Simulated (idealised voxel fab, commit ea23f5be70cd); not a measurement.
process module | voxel air gaps
cross-section cut | 215 nm wide | cells 5 nm
A cross-section is a grid of square cells, given in bands from the top down. A band is one or more rows of cells.
Each band's line starts with the height of the band's top and of its bottom, in nm. Then come its materials from left to right, each with its width in nm. One material with "throughout" fills the band from edge to edge. "air" is empty space.
Height 0 is the level under which the wafer as received is all one material. The lowest band goes on downwards, as in "0 down".
A width such as "30 to 40" changes by the same amount from each row of cells to the next, from the band's top row to its bottom row.
"no change" after a step means that no cell of the cross-section changed.
closed voids: empty space of 8 cells or more with no open way to the top, each as width x height at its distance from the left edge, in nm
after a step's settings: what the simulator itself notes on the step
overlay nm, on a step with a mask: how far to the right of its planned place the mask lay; to the left if negative
plan
1 op RECEIVE | material Si
2 op CONFORMAL_DEP | material SiO2 | thk nm 15
3 op CONFORMAL_DEP | material SiCN | thk nm 5
4 op DIRECTIONAL_DEP | material SiO2 | thk nm 30
5 op PATTERN | tone open | mask id LINES | material resist | width nm 15 | pitch nm 45 | thk nm 20 | overlay nm 0
6 op DIRECTIONAL_ETCH | etch materials SiO2 | depth nm 30
7 op STRIP | etch materials resist
8 op CONFORMAL_DEP | material TiN | thk nm 5
9 op FILL_DEP | material W | thk nm 5
10 op CMP | height nm 50
11 op EPI | material Ru | thk nm 10
12 op SELECTIVE_ETCH | etch materials SiO2 | depth nm 40
13 op CONFORMAL_DEP | material SiCN | thk nm 5
as received, after step 1
  0 down: Si throughout
  closed voids: none
first wafer at the end, as planned
  65 to 60: air 15 | SiCN 180 | air 20
  60 to 50: air 15 | SiCN 5 | Ru 35 | SiCN 10 | Ru 35 | SiCN 10 | Ru 35 | SiCN 10 | Ru 35 | SiCN 5 | air 20
  50 to 45: air 15 | SiCN 15 | TiN 5 | W 5 | TiN 5 | SiCN 30 | TiN 5 | W 5 | TiN 5 | SiCN 30 | TiN 5 | W 5 | TiN 5 | SiCN 30 | TiN 5 | W 5 | TiN 5 | SiCN 15 | air 20
  45 to 25: air 25 | SiCN 5 | TiN 5 | W 5 | TiN 5 | SiCN 5 | air 20 | SiCN 5 | TiN 5 | W 5 | TiN 5 | SiCN 5 | air 20 | SiCN 5 | TiN 5 | W 5 | TiN 5 | SiCN 5 | air 20 | SiCN 5 | TiN 5 | W 5 | TiN 5 | SiCN 5 | air 30
  25 to 20: SiCN 30 | TiN 15 | SiCN 30 | TiN 15 | SiCN 30 | TiN 15 | SiCN 30 | TiN 15 | SiCN 35
  20 to 15: SiCN throughout
  15 to 0: SiO2 throughout
  0 down: Si throughout
  closed voids: 20 x 20 at 50; 20 x 20 at 95; 20 x 20 at 140
second wafer at the end: like start, like plan, one mistake
  65 to 60: air 15 | SiCN 180 | air 20
  60 to 50: air 15 | SiCN 5 | Ru 35 | SiCN 10 | Ru 35 | SiCN 10 | Ru 35 | SiCN 10 | Ru 35 | SiCN 5 | air 20
  50 to 45: air 15 | SiCN 15 | TiN 5 | W 5 | TiN 5 | SiCN 30 | TiN 5 | W 5 | TiN 5 | SiCN 30 | TiN 5 | W 5 | TiN 5 | SiCN 30 | TiN 5 | W 5 | TiN 5 | SiCN 15 | air 20
  45 to 40: air 25 | SiCN 5 | TiN 5 | W 5 | TiN 5 | SiCN 5 | air 20 | SiCN 5 | TiN 5 | W 5 | TiN 5 | SiCN 5 | air 20 | SiCN 5 | TiN 5 | W 5 | TiN 5 | SiCN 5 | air 20 | SiCN 5 | TiN 5 | W 5 | TiN 5 | SiCN 5 | air 30
  40 to 35: SiCN 30 | TiN 15 | SiCN 30 | TiN 15 | SiCN 30 | TiN 15 | SiCN 30 | TiN 15 | SiCN 35
  35 to 30: SiCN throughout
  30 to 0: SiO2 throughout
  0 down: Si throughout
  closed voids: none
what went wrong: step 2 was run twice
at the end the second wafer has, in cells: 24 fewer of SiCN | 129 more of SiO2 | 24 fewer of TiN | 12 fewer of W
closed voids at the end (first wafer, second wafer): 3, 0
